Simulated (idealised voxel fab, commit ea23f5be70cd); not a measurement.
Process module name: voxel gate over fins
Xsec cut, 285 nm wide, square cell size 5 nm.
Cross-section, as written here: a square-cell grid given band by band from the top down, where a band holds one or more rows of cells. Per band: top height and bottom height in nm, followed by the left-to-right materials and their widths in nm; "full width" marks a single material spanning edge to edge, "air" marks empty space. Heights from 0 (as-received wafer is one material below). Bottom band endless downward, as "from 0 down". It should be noted that a width expressed as "30->40" varies in equal increments from row to row of cells within the band, taking the value of the first number at the top row and that of the second number at the bottom row. You'll sometimes find "nothing different" written for a step, and that's the way of saying that nowhere in the cross-section did a cell change during that step. "Closed-off voids" - sealed voids, min. 8 cells, no opening to top; format: width x height at distance (distance from left edge; nm throughout). On a step's line, text after the settings is the simulator commenting on that step. overlay nm: how far to the right of its planned place the mask lay on this masked step (negative: to the left).
-- List of planned process steps
- 1: RECEIVE, material Si
- 2: CONFORMAL_DEP, material SiN, thk nm 10
- 3: MASKED_ETCH, tone cover, mask id FINS, width nm 15, pitch nm 60, etch materials SiN, depth nm 10, overlay nm 0
- 4: MASKED_ETCH, tone cover, mask id FINS, width nm 15, pitch nm 60, etch materials Si, depth nm 35, overlay nm 0
- 5: OXIDIZE, depth nm 5
- 6: FILL_DEP, material SiO2, thk nm 10
- 7: CMP, height nm 10
- 8: PATTERN, tone open, mask id RAIL, material resist, width nm 15, thk nm 20, overlay nm 0
- 9: DIRECTIONAL_ETCH, etch materials SiO2, depth nm 40
- 10: STRIP, etch materials resist
- 11: CONFORMAL_DEP, material TiN, thk nm 5
- 12: FILL_DEP, material W, thk nm 10
- 13: CMP, height nm 10
- 14: SELECTIVE_ETCH, etch materials W Ru TiN, depth nm 35
- 15: FILL_DEP, material SiO2, thk nm 5
- 16: CMP, height nm 10
- 17: SELECTIVE_ETCH, etch materials SiO2, depth nm 25
- 18: STRIP, etch materials SiN
- 19: CONFORMAL_DEP, material HfO2, thk nm 5
- 20: CONFORMAL_DEP, material TiN, thk nm 5
- 21: CONFORMAL_DEP, material TiAl, thk nm 5
- 22: CONFORMAL_DEP, material TiN, thk nm 5
- 23: FILL_DEP, material W, thk nm 10
- 24: CMP, height nm 25
- 25: CONFORMAL_DEP, material SiCN, thk nm 10
-- Cross-section of the incoming wafer, state after step 1
    from 0 down  Si full width
    Closed-off voids: none
-- Looking at the first of two wafers in cross-section at end of module - ran to plan
    from 35 to 25  SiCN full width
    from 25 to 20  W full width
    from 20 to 15  90 nm W, 45 nm TiN, 15 nm W, 45 nm TiN, 90 nm W
    from 15 to 10  90 nm W, 5 nm TiN, 35 nm TiAl, 5 nm TiN, 15 nm W, 5 nm TiN, 35 nm TiAl, 5 nm TiN, 90 nm W
    from 10 to 5  90 nm W, 5 nm TiN, 5 nm TiAl, 25 nm TiN, 5 nm TiAl, 5 nm TiN, 15 nm W, 5 nm TiN, 5 nm TiAl, 25 nm TiN, 5 nm TiAl, 5 nm TiN, 90 nm W
    from 5 to 0  95 nm TiN, 5 nm TiAl, 5 nm TiN, 15 nm HfO2, 5 nm TiN, 5 nm TiAl, 25 nm TiN, 5 nm TiAl, 5 nm TiN, 15 nm HfO2, 5 nm TiN, 5 nm TiAl, 95 nm TiN
    from 0 to -5  100 nm TiAl, 5 nm TiN, 5 nm HfO2, 5 nm Si, 5 nm HfO2, 5 nm TiN, 35 nm TiAl, 5 nm TiN, 5 nm HfO2, 5 nm Si, 5 nm HfO2, 5 nm TiN, 100 nm TiAl
    from -5 to -10  105 nm TiN, 5 nm HfO2, 5 nm Si, 5 nm HfO2, 45 nm TiN, 5 nm HfO2, 5 nm Si, 5 nm HfO2, 105 nm TiN
    from -10 to -15  110 nm HfO2, 5 nm Si, 55 nm HfO2, 5 nm Si, 110 nm HfO2
    from -15 to -25  110 nm SiO2, 5 nm Si, 55 nm SiO2, 5 nm Si, 110 nm SiO2
    from -25 to -30  110 nm SiO2, 5 nm Si, 20 nm SiO2, 15 nm TiN, 20 nm SiO2, 5 nm Si, 110 nm SiO2
    from -30 to -40  110 nm SiO2, 5 nm Si, 55 nm SiO2, 5 nm Si, 110 nm SiO2
    from -40 down  Si full width
    Closed-off voids: none
-- Cross-section at end of module for the second wafer of two, which matched the first in starting point and plan and differed by one mistake in its processing
    from 35 to 25  SiCN full width
    from 25 to 20  W full width
    from 20 to 10  90 nm W, 45 nm TiN, 15 nm W, 45 nm TiN, 90 nm W
    from 10 to 5  90 nm W, 10 nm TiN, 25 nm TiAl, 10 nm TiN, 15 nm W, 10 nm TiN, 25 nm TiAl, 10 nm TiN, 90 nm W
    from 5 to 0  100 nm TiN, 5 nm TiAl, 15 nm HfO2, 5 nm TiAl, 35 nm TiN, 5 nm TiAl, 15 nm HfO2, 5 nm TiAl, 100 nm TiN
    from 0 to -5  100 nm TiN, 5 nm TiAl, 5 nm HfO2, 5 nm Si, 5 nm HfO2, 5 nm TiAl, 35 nm TiN, 5 nm TiAl, 5 nm HfO2, 5 nm Si, 5 nm HfO2, 5 nm TiAl, 100 nm TiN
    from -5 to -10  105 nm TiAl, 5 nm HfO2, 5 nm Si, 5 nm HfO2, 45 nm TiAl, 5 nm HfO2, 5 nm Si, 5 nm HfO2, 105 nm TiAl
    from -10 to -15  110 nm HfO2, 5 nm Si, 55 nm HfO2, 5 nm Si, 110 nm HfO2
    from -15 to -25  110 nm SiO2, 5 nm Si, 55 nm SiO2, 5 nm Si, 110 nm SiO2
    from -25 to -30  110 nm SiO2, 5 nm Si, 20 nm SiO2, 15 nm TiN, 20 nm SiO2, 5 nm Si, 110 nm SiO2
    from -30 to -40  110 nm SiO2, 5 nm Si, 55 nm SiO2, 5 nm Si, 110 nm SiO2
    from -40 down  Si full width
    Closed-off voids: none
Deviation from plan: steps 20 and 21 traded places in the executed sequence
Cell counts per material: same on both final wafers. Positions: different.
